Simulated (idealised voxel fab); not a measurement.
process module | voxel released beams
cross-section cut | 215 nm wide | cells 5 nm
A cross-section is a grid of square cells, given in bands from the top down. A band is one or more rows of cells.
Each band's line starts with the height of the band's top and of its bottom, in nm. Then come its materials from left to right, each with its width in nm. One material with "throughout" fills the band from edge to edge. "air" is empty space.
Height 0 is the level under which the wafer as received is all one material. The lowest band goes on downwards, as in "0 down".
A width such as "30 to 40" changes by the same amount from each row of cells to the next, from the band's top row to its bottom row.
"no change" after a step means that no cell of the cross-section changed.
closed voids: empty space of 8 cells or more with no open way to the top, each as width x height at its distance from the left edge, in nm
after a step's settings: what the simulator itself notes on the step
overlay nm, on a step with a mask: how far to the right of its planned place the mask lay; to the left if negative
plan
1 op RECEIVE | material Si
2 op CONFORMAL_DEP | material Al2O3 | thk nm 5
3 op DIRECTIONAL_DEP | material SiO2 | thk nm 15
4 op DIRECTIONAL_DEP | material aC | thk nm 15
5 op PATTERN | tone open | mask id ANCHOR | material resist | width nm 35 | thk nm 35 | overlay nm 0
6 op DIRECTIONAL_ETCH | etch materials aC | depth nm 15
7 op STRIP | etch materials resist
8 op DIRECTIONAL_ETCH | etch materials SiO2 | depth nm 15
9 op STRIP | etch materials aC
10 op CONFORMAL_DEP | material SiN | thk nm 15
11 op PATTERN | tone cover | mask id BEAM | material resist | width nm 95 | thk nm 15 | overlay nm 0
12 op DIRECTIONAL_ETCH | etch materials SiN | depth nm 15
13 op STRIP | etch materials resist
14 op STRIP | etch materials SiO2
as received, after step 1
  0 down: Si throughout
  closed voids: none
first wafer at the end, as planned
  35 to 20: air 55 | SiN 20 | air 5 | SiN 70 | air 65
  20 to 5: air 60 | SiN 35 | air 120
  5 to 0: Al2O3 throughout
  0 down: Si throughout
  closed voids: none
second wafer at the end: like start, like plan, one mistake
  35 to 20: air 55 | SiN 20 | air 10 | SiN 65 | air 65
  20 to 5: air 60 | SiN 40 | air 115
  5 to 0: Al2O3 throughout
  0 down: Si throughout
  closed voids: none
what went wrong: step 5 ran as: op PATTERN | tone open | mask id ANCHOR | material resist | width nm 40 | thk nm 35 | overlay nm 0
at the end the second wafer has, in cells: as many of each material as the first, in other places
